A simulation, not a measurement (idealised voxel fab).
The following is a process module called voxel wiring stack.
300 nm wide, 5 nm square cells: that's cross-section cut.
How to read a cross-section here: the picture is a grid of square cells, written as bands going from the top down, and any band can span one or more rows of cells. Top height, bottom height, nm. Materials left to right, width each, nm. Single material + "all across" = fills band edge to edge. "air" = empty. Convention: height 0 is the level below which the wafer, as received, is all one material. The lowest band does not terminate at the bottom but continues downward, represented as "0 nm and below". You'd read "30..40" like this: the band's top row of cells is as wide as the first number, its bottom row is as wide as the second, and going down, every row changes width by the same amount as the row before did. "left unchanged" means the step left every cell of the cross-section as it was. Voids not open to the top, 8 cells minimum: see "Enclosed void entries". Written width x height at distance; distance is from the left edge; nm. What comes after the settings on a step's line is commentary from the simulator itself on that step. You can add "overlay nm" to a step's line. For a step with a mask, it describes how far the mask lay to the right of its planned position, and a negative number describes a lay to the left. For the reader: what remains of this document is a series of pairs, each showing a cross-section before one process step and a cross-section after that step which reaches down only to the lowest band that changed, with the step between them and its settings set out under the pair. It should not be assumed that a pair continues from the pair above it; the pairs can come from different runs of this module on the same starting wafer, and such continuity exists only where the entry headed "Status before step" says so.
Status before step
145 nm to 140 nm = 85 of TiN  20 of air  35 of TiN  20 of air  35 of TiN  20 of air  85 of TiN
140 nm to 125 nm = 80 of lowk  5 of TiN  20 of air  5 of TiN  25 of lowk  5 of TiN  20 of air  5 of TiN  25 of lowk  5 of TiN  20 of air  5 of TiN  80 of lowk
125 nm to 120 nm = 80 of lowk  5 of TiN  5 of air  20 of TiN  25 of lowk  5 of TiN  5 of air  20 of TiN  25 of lowk  5 of TiN  5 of air  20 of TiN  80 of lowk
120 nm to 110 nm = 80 of lowk  5 of TiN  5 of air  5 of TiN  40 of lowk  5 of TiN  5 of air  5 of TiN  40 of lowk  5 of TiN  5 of air  5 of TiN  95 of lowk
110 nm to 105 nm = 80 of SiCN  15 of TiN  40 of SiCN  15 of TiN  40 of SiCN  15 of TiN  95 of SiCN
105 nm to 95 nm = 80 of SiO2  5 of TiN  20..5 of Cu  5..20 of TiN  25 of SiO2  5 of TiN  20..5 of Cu  5..20 of TiN  25 of SiO2  5 of TiN  20..5 of Cu  5..20 of TiN  80 of SiO2
95 nm to 85 nm = 80 of SiO2  5 of TiN  5 of Cu  5 of TiN  40 of SiO2  5 of TiN  5 of Cu  5 of TiN  40 of SiO2  5 of TiN  5 of Cu  5 of TiN  95 of SiO2
85 nm to 80 nm = 80 of SiCN  15 of TiN  40 of SiCN  15 of TiN  40 of SiCN  15 of TiN  95 of SiCN
80 nm to 75 nm = Cu all across
75 nm to 70 nm = 85 of TiN  20 of Cu  35 of TiN  20 of Cu  35 of TiN  20 of Cu  85 of TiN
70 nm to 55 nm = 80 of lowk  5 of TiN  20 of Cu  5 of TiN  25 of lowk  5 of TiN  20 of Cu  5 of TiN  25 of lowk  5 of TiN  20 of Cu  5 of TiN  80 of lowk
55 nm to 50 nm = 80 of lowk  5 of TiN  5 of Cu  20 of TiN  25 of lowk  5 of TiN  5 of Cu  20 of TiN  25 of lowk  5 of TiN  5 of Cu  20 of TiN  80 of lowk
50 nm to 40 nm = 80 of lowk  5 of TiN  5 of Cu  5 of TiN  40 of lowk  5 of TiN  5 of Cu  5 of TiN  40 of lowk  5 of TiN  5 of Cu  5 of TiN  95 of lowk
40 nm to 35 nm = 80 of SiCN  15 of TiN  40 of SiCN  15 of TiN  40 of SiCN  15 of TiN  95 of SiCN
35 nm to 20 nm = 80 of SiO2  5 of TiN  20 of Ru  5 of TiN  25 of SiO2  5 of TiN  20 of Ru  5 of TiN  25 of SiO2  5 of TiN  20 of Ru  5 of TiN  80 of SiO2
20 nm to 15 nm = 80 of SiN  30 of TiN  25 of SiN  30 of TiN  25 of SiN  30 of TiN  80 of SiN
15 nm to 0 nm = SiO2 all across
0 nm and below = Si all across
Enclosed void entries: none
Sectional Result
150 nm to 145 nm = Cu all across
145 nm to 140 nm = 85 of TiN  20 of Cu  35 of TiN  20 of Cu  35 of TiN  20 of Cu  85 of TiN
140 nm to 125 nm = 80 of lowk  5 of TiN  20 of Cu  5 of TiN  25 of lowk  5 of TiN  20 of Cu  5 of TiN  25 of lowk  5 of TiN  20 of Cu  5 of TiN  80 of lowk
125 nm to 120 nm = 80 of lowk  5 of TiN  5 of Cu  20 of TiN  25 of lowk  5 of TiN  5 of Cu  20 of TiN  25 of lowk  5 of TiN  5 of Cu  20 of TiN  80 of lowk
120 nm to 110 nm = 80 of lowk  5 of TiN  5 of Cu  5 of TiN  40 of lowk  5 of TiN  5 of Cu  5 of TiN  40 of lowk  5 of TiN  5 of Cu  5 of TiN  95 of lowk
Under the height 110 nothing was changed.
Enclosed void entries: none
Going from one cross-section above to the next, the wafer undergoes FILL_DEP with material Cu, thk nm 5
Status before step: per the after cross-section of the pair just above.
Sectional Result
140 nm to 125 nm = 80 of lowk  5 of TiN  20 of Cu  5 of TiN  25 of lowk  5 of TiN  20 of Cu  5 of TiN  25 of lowk  5 of TiN  20 of Cu  5 of TiN  80 of lowk
Under the height 125 nothing was changed.
Enclosed void entries: none
Going from one cross-section above to the next, the wafer undergoes CMP with height nm 140
Status before step: per the after cross-section of the pair just above.
Sectional Result
145 nm to 140 nm = SiN all across
Under the height 140 nothing was changed.
Enclosed void entries: none
Going from one cross-section above to the next, the wafer undergoes CONFORMAL_DEP with material SiN, thk nm 5
Status before step
70 nm to 40 nm = lowk all across
40 nm to 35 nm = SiCN all across
35 nm to 20 nm = 80 of SiO2  5 of TiN  20 of Ru  5 of TiN  25 of SiO2  5 of TiN  20 of Ru  5 of TiN  25 of SiO2  5 of TiN  20 of Ru  5 of TiN  80 of SiO2
20 nm to 15 nm = 80 of SiN  30 of TiN  25 of SiN  30 of TiN  25 of SiN  30 of TiN  80 of SiN
15 nm to 0 nm = SiO2 all across
0 nm and below = Si all across
Enclosed void entries: none
Sectional Result
90 nm to 70 nm = 80 of resist  35 of air  20 of resist  35 of air  20 of resist  35 of air  75 of resist
Under the height 70 nothing was changed.
Enclosed void entries: none
Going from one cross-section above to the next, the wafer undergoes PATTERN with tone open, mask id METAL_2, material resist, width nm 35, pitch nm 55, thk nm 20, overlay nm 0
Status before step: per the after cross-section of the pair just above.
Sectional Result
90 nm to 70 nm = 80 of resist  35 of air  20 of resist  35 of air  20 of resist  35 of air  75 of resist
70 nm to 50 nm = 80 of lowk  35 of air  20 of lowk  35 of air  20 of lowk  35 of air  75 of lowk
Under the height 50 nothing was changed.
Enclosed void entries: none
Going from one cross-section above to the next, the wafer undergoes DIRECTIONAL_ETCH with etch materials lowk, depth nm 20
Status before step: per the after cross-section of the pair just above.
Sectional Result
70 nm to 50 nm = 80 of lowk  35 of air  20 of lowk  35 of air  20 of lowk  35 of air  75 of lowk
Under the height 50 nothing was changed.
Enclosed void entries: none
Going from one cross-section above to the next, the wafer undergoes STRIP with etch materials resist
Status before step: per the after cross-section of the pair just above.
Sectional Result
70 nm to 50 nm = 80 of lowk  35 of air  20 of lowk  35 of air  20 of lowk  35 of air  75 of lowk
50 nm to 40 nm = 80 of lowk  15 of air  40 of lowk  15 of air  40 of lowk  15 of air  95 of lowk
Under the height 40 nothing was changed.
Enclosed void entries: none
Going from one cross-section above to the next, the wafer undergoes MASKED_ETCH with tone open, mask id METAL_2_HOLES, width nm 15, pitch nm 55, etch materials lowk, depth nm 10, overlay nm 0
Status before step: per the after cross-section of the pair just above.
Sectional Result
70 nm to 50 nm = 80 of lowk  35 of air  20 of lowk  35 of air  20 of lowk  35 of air  75 of lowk
50 nm to 40 nm = 80 of lowk  15 of air  40 of lowk  15 of air  40 of lowk  15 of air  95 of lowk
40 nm to 35 nm = 80 of SiCN  15 of air  40 of SiCN  15 of air  40 of SiCN  15 of air  95 of SiCN
Under the height 35 nothing was changed.
Enclosed void entries: none
Going from one cross-section above to the next, the wafer undergoes MASKED_ETCH with tone open, mask id METAL_2_HOLES, width nm 15, pitch nm 55, etch materials SiCN, depth nm 5, overlay nm 0
Status before step: per the after cross-section of the pair just above.
Sectional Result
75 nm to 70 nm = 85 of TiN  25 of air  30 of TiN  25 of air  30 of TiN  25 of air  80 of TiN
70 nm to 55 nm = 80 of lowk  5 of TiN  25 of air  5 of TiN  20 of lowk  5 of TiN  25 of air  5 of TiN  20 of lowk  5 of TiN  25 of air  5 of TiN  75 of lowk
55 nm to 50 nm = 80 of lowk  5 of TiN  5 of air  25 of TiN  20 of lowk  5 of TiN  5 of air  25 of TiN  20 of lowk  5 of TiN  5 of air  25 of TiN  75 of lowk
50 nm to 40 nm = 80 of lowk  5 of TiN  5 of air  5 of TiN  40 of lowk  5 of TiN  5 of air  5 of TiN  40 of lowk  5 of TiN  5 of air  5 of TiN  95 of lowk
40 nm to 35 nm = 80 of SiCN  15 of TiN  40 of SiCN  15 of TiN  40 of SiCN  15 of TiN  95 of SiCN
Under the height 35 nothing was changed.
Enclosed void entries: none
Going from one cross-section above to the next, the wafer undergoes CONFORMAL_DEP with material TiN, thk nm 5
Status before step: per the after cross-section of the pair just above.
Sectional Result
85 nm to 75 nm = Cu all across
75 nm to 70 nm = 85 of TiN  25 of Cu  30 of TiN  25 of Cu  30 of TiN  25 of Cu  80 of TiN
70 nm to 55 nm = 80 of lowk  5 of TiN  25 of Cu  5 of TiN  20 of lowk  5 of TiN  25 of Cu  5 of TiN  20 of lowk  5 of TiN  25 of Cu  5 of TiN  75 of lowk
55 nm to 50 nm = 80 of lowk  5 of TiN  5 of Cu  25 of TiN  20 of lowk  5 of TiN  5 of Cu  25 of TiN  20 of lowk  5 of TiN  5 of Cu  25 of TiN  75 of lowk
50 nm to 40 nm = 80 of lowk  5 of TiN  5 of Cu  5 of TiN  40 of lowk  5 of TiN  5 of Cu  5 of TiN  40 of lowk  5 of TiN  5 of Cu  5 of TiN  95 of lowk
Under the height 40 nothing was changed.
Enclosed void entries: none
Going from one cross-section above to the next, the wafer undergoes FILL_DEP with material Cu, thk nm 10
Status before step: per the after cross-section of the pair just above.
Sectional Result
70 nm to 55 nm = 80 of lowk  5 of TiN  25 of Cu  5 of TiN  20 of lowk  5 of TiN  25 of Cu  5 of TiN  20 of lowk  5 of TiN  25 of Cu  5 of TiN  75 of lowk
Under the height 55 nothing was changed.
Enclosed void entries: none
Going from one cross-section above to the next, the wafer undergoes CMP with height nm 70
Status before step: per the after cross-section of the pair just above.
Sectional Result
75 nm to 70 nm = SiCN all across
Under the height 70 nothing was changed.
Enclosed void entries: none
Going from one cross-section above to the next, the wafer undergoes CONFORMAL_DEP with material SiCN, thk nm 5
Status before step: per the after cross-section of the pair just above.
Sectional Result
105 nm to 75 nm = SiO2 all across
Under the height 75 nothing was changed.
Enclosed void entries: none
Going from one cross-section above to the next, the wafer undergoes DIRECTIONAL_DEP with material SiO2, thk nm 30
Status before step: per the after cross-section of the pair just above.
Sectional Result
105 nm to 75 nm = 80 of SiO2  15 of air  40 of SiO2  15 of air  40 of SiO2  15 of air  95 of SiO2
Under the height 75 nothing was changed.
Enclosed void entries: none
Going from one cross-section above to the next, the wafer undergoes MASKED_ETCH with tone open, mask id METAL_3_HOLES, width nm 15, pitch nm 55, etch materials SiO2, depth nm 30, overlay nm 0
Status before step: per the after cross-section of the pair just above.
Sectional Result
105 nm to 85 nm = 80 of SiO2  30 of air  25 of SiO2  30 of air  25 of SiO2  30 of air  80 of SiO2
Under the height 85 nothing was changed.
Enclosed void entries: none
Going from one cross-section above to the next, the wafer undergoes MASKED_ETCH with tone open, mask id METAL_3, width nm 30, pitch nm 55, etch materials SiO2, depth nm 20, overlay nm 0
Status before step: per the after cross-section of the pair just above.
Sectional Result
105 nm to 85 nm = 80 of SiO2  30 of air  25 of SiO2  30 of air  25 of SiO2  30 of air  80 of SiO2
85 nm to 75 nm = 80 of SiO2  15 of air  40 of SiO2  15 of air  40 of SiO2  15 of air  95 of SiO2
75 nm to 70 nm = 80 of SiCN  15 of air  40 of SiCN  15 of air  40 of SiCN  15 of air  95 of SiCN
Under the height 70 nothing was changed.
Enclosed void entries: none
Going from one cross-section above to the next, the wafer undergoes MASKED_ETCH with tone open, mask id METAL_3, width nm 30, pitch nm 55, etch materials SiCN, depth nm 5, overlay nm 0
Status before step: per the after cross-section of the pair just above.
Sectional Result
110 nm to 105 nm = 85 of TiN  20 of air  35 of TiN  20 of air  35 of TiN  20 of air  85 of TiN
105 nm to 90 nm = 80 of SiO2  5 of TiN  20 of air  5 of TiN  25 of SiO2  5 of TiN  20 of air  5 of TiN  25 of SiO2  5 of TiN  20 of air  5 of TiN  80 of SiO2
90 nm to 85 nm = 80 of SiO2  5 of TiN  5 of air  20 of TiN  25 of SiO2  5 of TiN  5 of air  20 of TiN  25 of SiO2  5 of TiN  5 of air  20 of TiN  80 of SiO2
85 nm to 75 nm = 80 of SiO2  5 of TiN  5 of air  5 of TiN  40 of SiO2  5 of TiN  5 of air  5 of TiN  40 of SiO2  5 of TiN  5 of air  5 of TiN  95 of SiO2
75 nm to 70 nm = 80 of SiCN  15 of TiN  40 of SiCN  15 of TiN  40 of SiCN  15 of TiN  95 of SiCN
Under the height 70 nothing was changed.
Enclosed void entries: none
Going from one cross-section above to the next, the wafer undergoes CONFORMAL_DEP with material TiN, thk nm 5
Status before step: per the after cross-section of the pair just above.
Sectional Result
115 nm to 110 nm = Cu all across
110 nm to 105 nm = 85 of TiN  20 of Cu  35 of TiN  20 of Cu  35 of TiN  20 of Cu  85 of TiN
105 nm to 90 nm = 80 of SiO2  5 of TiN  20 of Cu  5 of TiN  25 of SiO2  5 of TiN  20 of Cu  5 of TiN  25 of SiO2  5 of TiN  20 of Cu  5 of TiN  80 of SiO2
90 nm to 85 nm = 80 of SiO2  5 of TiN  5 of Cu  20 of TiN  25 of SiO2  5 of TiN  5 of Cu  20 of TiN  25 of SiO2  5 of TiN  5 of Cu  20 of TiN  80 of SiO2
85 nm to 75 nm = 80 of SiO2  5 of TiN  5 of Cu  5 of TiN  40 of SiO2  5 of TiN  5 of Cu  5 of TiN  40 of SiO2  5 of TiN  5 of Cu  5 of TiN  95 of SiO2
Under the height 75 nothing was changed.
Enclosed void entries: none
Going from one cross-section above to the next, the wafer undergoes FILL_DEP with material Cu, thk nm 5
Status before step: per the after cross-section of the pair just above.
Sectional Result
105 nm to 90 nm = 80 of SiO2  5 of TiN  20 of Cu  5 of TiN  25 of SiO2  5 of TiN  20 of Cu  5 of TiN  25 of SiO2  5 of TiN  20 of Cu  5 of TiN  80 of SiO2
Under the height 90 nothing was changed.
Enclosed void entries: none
Going from one cross-section above to the next, the wafer undergoes CMP with height nm 105
Status before step: per the after cross-section of the pair just above.
Sectional Result
110 nm to 105 nm = SiCN all across
Under the height 105 nothing was changed.
Enclosed void entries: none
Going from one cross-section above to the next, the wafer undergoes CONFORMAL_DEP with material SiCN, thk nm 5
Status before step: per the after cross-section of the pair just above.
Sectional Result
140 nm to 110 nm = lowk all across
Under the height 110 nothing was changed.
Enclosed void entries: none
Going from one cross-section above to the next, the wafer undergoes DIRECTIONAL_DEP with material lowk, thk nm 30
Status before step: per the after cross-section of the pair just above.
Sectional Result
140 nm to 110 nm = 80 of lowk  15 of air  40 of lowk  15 of air  40 of lowk  15 of air  95 of lowk
Under the height 110 nothing was changed.
Enclosed void entries: none
Going from one cross-section above to the next, the wafer undergoes MASKED_ETCH with tone open, mask id METAL_4_HOLES, width nm 15, pitch nm 55, etch materials lowk, depth nm 30, overlay nm 0
Status before step: per the after cross-section of the pair just above.
Sectional Result
150 nm to 140 nm = 80 of aC  15 of air  40 of aC  15 of air  40 of aC  15 of air  95 of aC
140 nm to 120 nm = 80 of lowk  15 of air  40 of lowk  15 of air  40 of lowk  15 of air  95 of lowk
120 nm to 110 nm = 80 of lowk  15 of aC  40 of lowk  15 of aC  40 of lowk  15 of aC  95 of lowk
Under the height 110 nothing was changed.
Enclosed void entries: none
Going from one cross-section above to the next, the wafer undergoes DIRECTIONAL_DEP with material aC, thk nm 10
Status before step: per the after cross-section of the pair just above.
Sectional Result
180 nm to 150 nm = 80 of resist  30 of air  25 of resist  30 of air  25 of resist  30 of air  80 of resist
Under the height 150 nothing was changed.
Enclosed void entries: none
Going from one cross-section above to the next, the wafer undergoes PATTERN with tone open, mask id METAL_4, material resist, width nm 30, pitch nm 55, thk nm 30, overlay nm 0
Status before step: per the after cross-section of the pair just above.
Sectional Result
170 nm to 150 nm = 80 of resist  30 of air  25 of resist  30 of air  25 of resist  30 of air  80 of resist
150 nm to 140 nm = 80 of aC  30 of air  25 of aC  30 of air  25 of aC  30 of air  80 of aC
140 nm to 110 nm = 80 of lowk  15 of air  40 of lowk  15 of air  40 of lowk  15 of air  95 of lowk
Under the height 110 nothing was changed.
Enclosed void entries: none
Going from one cross-section above to the next, the wafer undergoes DIRECTIONAL_ETCH with etch materials aC, depth nm 10
Status before step: per the after cross-section of the pair just above.
Sectional Result
150 nm to 140 nm = 80 of aC  30 of air  25 of aC  30 of air  25 of aC  30 of air  80 of aC
Under the height 140 nothing was changed.
Enclosed void entries: none
Going from one cross-section above to the next, the wafer undergoes STRIP with etch materials resist
Status before step: per the after cross-section of the pair just above.
Sectional Result
150 nm to 140 nm = 80 of aC  30 of air  25 of aC  30 of air  25 of aC  30 of air  80 of aC
140 nm to 120 nm = 80 of lowk  30 of air  25 of lowk  30 of air  25 of lowk  30 of air  80 of lowk
Under the height 120 nothing was changed.
Enclosed void entries: none
Going from one cross-section above to the next, the wafer undergoes DIRECTIONAL_ETCH with etch materials lowk, depth nm 20
Status before step: per the after cross-section of the pair just above.
Sectional Result
150 nm to 140 nm = 80 of aC  30 of air  25 of aC  30 of air  25 of aC  30 of air  80 of aC
140 nm to 120 nm = 80 of lowk  30 of air  25 of lowk  30 of air  25 of lowk  30 of air  80 of lowk
120 nm to 110 nm = 80 of lowk  15 of air  40 of lowk  15 of air  40 of lowk  15 of air  95 of lowk
110 nm to 105 nm = 80 of SiCN  15 of air  40 of SiCN  15 of air  40 of SiCN  15 of air  95 of SiCN
Under the height 105 nothing was changed.
Enclosed void entries: none
Going from one cross-section above to the next, the wafer undergoes DIRECTIONAL_ETCH with etch materials SiCN, depth nm 5
Status before step: per the after cross-section of the pair just above.
Sectional Result
140 nm to 120 nm = 80 of lowk  30 of air  25 of lowk  30 of air  25 of lowk  30 of air  80 of lowk
Under the height 120 nothing was changed.
Enclosed void entries: none
Going from one cross-section above to the next, the wafer undergoes STRIP with etch materials aC
Status before step: per the after cross-section of the pair just above.
Sectional Result
145 nm to 140 nm = 85 of TiN  20 of air  35 of TiN  20 of air  35 of TiN  20 of air  85 of TiN
140 nm to 125 nm = 80 of lowk  5 of TiN  20 of air  5 of TiN  25 of lowk  5 of TiN  20 of air  5 of TiN  25 of lowk  5 of TiN  20 of air  5 of TiN  80 of lowk
125 nm to 120 nm = 80 of lowk  5 of TiN  5 of air  20 of TiN  25 of lowk  5 of TiN  5 of air  20 of TiN  25 of lowk  5 of TiN  5 of air  20 of TiN  80 of lowk
120 nm to 110 nm = 80 of lowk  5 of TiN  5 of air  5 of TiN  40 of lowk  5 of TiN  5 of air  5 of TiN  40 of lowk  5 of TiN  5 of air  5 of TiN  95 of lowk
110 nm to 105 nm = 80 of SiCN  15 of TiN  40 of SiCN  15 of TiN  40 of SiCN  15 of TiN  95 of SiCN
Under the height 105 nothing was changed.
Enclosed void entries: none
Going from one cross-section above to the next, the wafer undergoes CONFORMAL_DEP with material TiN, thk nm 5
Status before step: per the after cross-section of the pair just above.
Sectional Result
150 nm to 145 nm = Cu all across
145 nm to 140 nm = 85 of TiN  20 of Cu  35 of TiN  20 of Cu  35 of TiN  20 of Cu  85 of TiN
140 nm to 125 nm = 80 of lowk  5 of TiN  20 of Cu  5 of TiN  25 of lowk  5 of TiN  20 of Cu  5 of TiN  25 of lowk  5 of TiN  20 of Cu  5 of TiN  80 of lowk
125 nm to 120 nm = 80 of lowk  5 of TiN  5 of Cu  20 of TiN  25 of lowk  5 of TiN  5 of Cu  20 of TiN  25 of lowk  5 of TiN  5 of Cu  20 of TiN  80 of lowk
120 nm to 110 nm = 80 of lowk  5 of TiN  5 of Cu  5 of TiN  40 of lowk  5 of TiN  5 of Cu  5 of TiN  40 of lowk  5 of TiN  5 of Cu  5 of TiN  95 of lowk
Under the height 110 nothing was changed.
Enclosed void entries: none
Going from one cross-section above to the next, the wafer undergoes FILL_DEP with material Cu, thk nm 5
Status before step: per the after cross-section of the pair just above.
Sectional Result
140 nm to 125 nm = 80 of lowk  5 of TiN  20 of Cu  5 of TiN  25 of lowk  5 of TiN  20 of Cu  5 of TiN  25 of lowk  5 of TiN  20 of Cu  5 of TiN  80 of lowk
Under the height 125 nothing was changed.
Enclosed void entries: none
Going from one cross-section above to the next, the wafer undergoes CMP with height nm 140
Status before step: per the after cross-section of the pair just above.
Sectional Result
145 nm to 140 nm = SiN all across
Under the height 140 nothing was changed.
Enclosed void entries: none
Going from one cross-section above to the next, the wafer undergoes CONFORMAL_DEP with material SiN, thk nm 5
Status before step
150 nm to 140 nm = 80 of aC  15 of air  40 of aC  15 of air  40 of aC  15 of air  95 of aC
140 nm to 120 nm = 80 of lowk  15 of air  40 of lowk  15 of air  40 of lowk  15 of air  95 of lowk
120 nm to 110 nm = 80 of lowk  15 of aC  40 of lowk  15 of aC  40 of lowk  15 of aC  95 of lowk
110 nm to 105 nm = SiCN all across
105 nm to 90 nm = 80 of SiO2  5 of TiN  20 of Cu  5 of TiN  25 of SiO2  5 of TiN  20 of Cu  5 of TiN  25 of SiO2  5 of TiN  20 of Cu  5 of TiN  80 of SiO2
90 nm to 85 nm = 80 of SiO2  5 of TiN  5 of Cu  20 of TiN  25 of SiO2  5 of TiN  5 of Cu  20 of TiN  25 of SiO2  5 of TiN  5 of Cu  20 of TiN  80 of SiO2
85 nm to 75 nm = 80 of SiO2  5 of TiN  5 of Cu  5 of TiN  40 of SiO2  5 of TiN  5 of Cu  5 of TiN  40 of SiO2  5 of TiN  5 of Cu  5 of TiN  95 of SiO2
75 nm to 70 nm = 80 of SiCN  15 of TiN  40 of SiCN  15 of TiN  40 of SiCN  15 of TiN  95 of SiCN
70 nm to 55 nm = 80 of lowk  5 of TiN  20 of Cu  5 of TiN  25 of lowk  5 of TiN  20 of Cu  5 of TiN  25 of lowk  5 of TiN  20 of Cu  5 of TiN  80 of lowk
55 nm to 50 nm = 80 of lowk  5 of TiN  5 of Cu  20 of TiN  25 of lowk  5 of TiN  5 of Cu  20 of TiN  25 of lowk  5 of TiN  5 of Cu  20 of TiN  80 of lowk
50 nm to 40 nm = 80 of lowk  5 of TiN  5 of Cu  5 of TiN  40 of lowk  5 of TiN  5 of Cu  5 of TiN  40 of lowk  5 of TiN  5 of Cu  5 of TiN  95 of lowk
40 nm to 35 nm = 80 of SiCN  15 of TiN  40 of SiCN  15 of TiN  40 of SiCN  15 of TiN  95 of SiCN
35 nm to 20 nm = 80 of SiO2  5 of TiN  20 of Ru  5 of TiN  25 of SiO2  5 of TiN  20 of Ru  5 of TiN  25 of SiO2  5 of TiN  20 of Ru  5 of TiN  80 of SiO2
20 nm to 15 nm = 80 of SiN  30 of TiN  25 of SiN  30 of TiN  25 of SiN  30 of TiN  80 of SiN
15 nm to 0 nm = SiO2 all across
0 nm and below = Si all across
Enclosed void entries: none
Sectional Result
180 nm to 150 nm = 90 of resist  30 of air  25 of resist  30 of air  25 of resist  30 of air  70 of resist
150 nm to 140 nm = 80 of aC  10 of resist  5 of air  40 of aC  10 of resist  5 of air  40 of aC  10 of resist  5 of air  95 of aC
140 nm to 120 nm = 80 of lowk  10 of resist  5 of air  40 of lowk  10 of resist  5 of air  40 of lowk  10 of resist  5 of air  95 of lowk
Under the height 120 nothing was changed.
Enclosed void entries: none
Going from one cross-section above to the next, the wafer undergoes PATTERN with tone open, mask id METAL_4, material resist, width nm 30, pitch nm 55, thk nm 30, overlay nm 10
Status before step: per the after cross-section of the pair just above.
Sectional Result
170 nm to 150 nm = 90 of resist  30 of air  25 of resist  30 of air  25 of resist  30 of air  70 of resist
150 nm to 140 nm = 80 of aC  10 of resist  30 of air  15 of aC  10 of resist  30 of air  15 of aC  10 of resist  30 of air  70 of aC
140 nm to 120 nm = 80 of lowk  10 of resist  5 of air  40 of lowk  10 of resist  5 of air  40 of lowk  10 of resist  5 of air  95 of lowk
120 nm to 110 nm = 80 of lowk  10 of aC  5 of air  40 of lowk  10 of aC  5 of air  40 of lowk  10 of aC  5 of air  95 of lowk
Under the height 110 nothing was changed.
Enclosed void entries: none
Going from one cross-section above to the next, the wafer undergoes DIRECTIONAL_ETCH with etch materials aC, depth nm 10
Status before step: per the after cross-section of the pair just above.
Sectional Result
150 nm to 140 nm = 80 of aC  40 of air  15 of aC  40 of air  15 of aC  40 of air  70 of aC
140 nm to 120 nm = 80 of lowk  15 of air  40 of lowk  15 of air  40 of lowk  15 of air  95 of lowk
Under the height 120 nothing was changed.
Enclosed void entries: none
Going from one cross-section above to the next, the wafer undergoes STRIP with etch materials resist
Status before step: per the after cross-section of the pair just above.
Sectional Result
150 nm to 140 nm = 80 of aC  40 of air  15 of aC  40 of air  15 of aC  40 of air  70 of aC
140 nm to 120 nm = 80 of lowk  40 of air  15 of lowk  40 of air  15 of lowk  40 of air  70 of lowk
Under the height 120 nothing was changed.
Enclosed void entries: none
Going from one cross-section above to the next, the wafer undergoes DIRECTIONAL_ETCH with etch materials lowk, depth nm 20
Status before step: per the after cross-section of the pair just above.
Sectional Result
150 nm to 140 nm = 80 of aC  40 of air  15 of aC  40 of air  15 of aC  40 of air  70 of aC
140 nm to 120 nm = 80 of lowk  40 of air  15 of lowk  40 of air  15 of lowk  40 of air  70 of lowk
120 nm to 110 nm = 80 of lowk  10 of aC  5 of air  40 of lowk  10 of aC  5 of air  40 of lowk  10 of aC  5 of air  95 of lowk
110 nm to 105 nm = 90 of SiCN  5 of air  50 of SiCN  5 of air  50 of SiCN  5 of air  95 of SiCN
Under the height 105 nothing was changed.
Enclosed void entries: none
Going from one cross-section above to the next, the wafer undergoes DIRECTIONAL_ETCH with etch materials SiCN, depth nm 5
Status before step: per the after cross-section of the pair just above.
Sectional Result
140 nm to 120 nm = 80 of lowk  40 of air  15 of lowk  40 of air  15 of lowk  40 of air  70 of lowk
120 nm to 110 nm = 80 of lowk  15 of air  40 of lowk  15 of air  40 of lowk  15 of air  95 of lowk
Under the height 110 nothing was changed.
Enclosed void entries: none
Going from one cross-section above to the next, the wafer undergoes STRIP with etch materials aC
Status before step: per the after cross-section of the pair just above.
Sectional Result
145 nm to 140 nm = 85 of TiN  30 of air  25 of TiN  30 of air  25 of TiN  30 of air  75 of TiN
140 nm to 125 nm = 80 of lowk  5 of TiN  30 of air  5 of TiN  15 of lowk  5 of TiN  30 of air  5 of TiN  15 of lowk  5 of TiN  30 of air  5 of TiN  70 of lowk
125 nm to 115 nm = 80 of lowk  5 of TiN  5 of air  30..5 of TiN  15..40 of lowk  5 of TiN  5 of air  30..5 of TiN  15..40 of lowk  5 of TiN  5 of air  30..5 of TiN  70..95 of lowk
115 nm to 110 nm = 80 of lowk  15 of TiN  40 of lowk  15 of TiN  40 of lowk  15 of TiN  95 of lowk
110 nm to 105 nm = 90 of SiCN  5 of TiN  50 of SiCN  5 of TiN  50 of SiCN  5 of TiN  95 of SiCN
Under the height 105 nothing was changed.
Enclosed void entries: none
Going from one cross-section above to the next, the wafer undergoes CONFORMAL_DEP with material TiN, thk nm 5
Status before step: per the after cross-section of the pair just above.
Sectional Result
150 nm to 145 nm = Cu all across
145 nm to 140 nm = 85 of TiN  30 of Cu  25 of TiN  30 of Cu  25 of TiN  30 of Cu  75 of TiN
140 nm to 125 nm = 80 of lowk  5 of TiN  30 of Cu  5 of TiN  15 of lowk  5 of TiN  30 of Cu  5 of TiN  15 of lowk  5 of TiN  30 of Cu  5 of TiN  70 of lowk
125 nm to 115 nm = 80 of lowk  5 of TiN  5 of Cu  30..5 of TiN  15..40 of lowk  5 of TiN  5 of Cu  30..5 of TiN  15..40 of lowk  5 of TiN  5 of Cu  30..5 of TiN  70..95 of lowk
Under the height 115 nothing was changed.
Enclosed void entries: none
Going from one cross-section above to the next, the wafer undergoes FILL_DEP with material Cu, thk nm 5
Status before step: per the after cross-section of the pair just above.
Sectional Result
140 nm to 125 nm = 80 of lowk  5 of TiN  30 of Cu  5 of TiN  15 of lowk  5 of TiN  30 of Cu  5 of TiN  15 of lowk  5 of TiN  30 of Cu  5 of TiN  70 of lowk
Under the height 125 nothing was changed.
Enclosed void entries: none
Going from one cross-section above to the next, the wafer undergoes CMP with height nm 140
Status before step: per the after cross-section of the pair just above.
Sectional Result
145 nm to 140 nm = SiN all across
Under the height 140 nothing was changed.
Enclosed void entries: none
Going from one cross-section above to the next, the wafer undergoes CONFORMAL_DEP with material SiN, thk nm 5
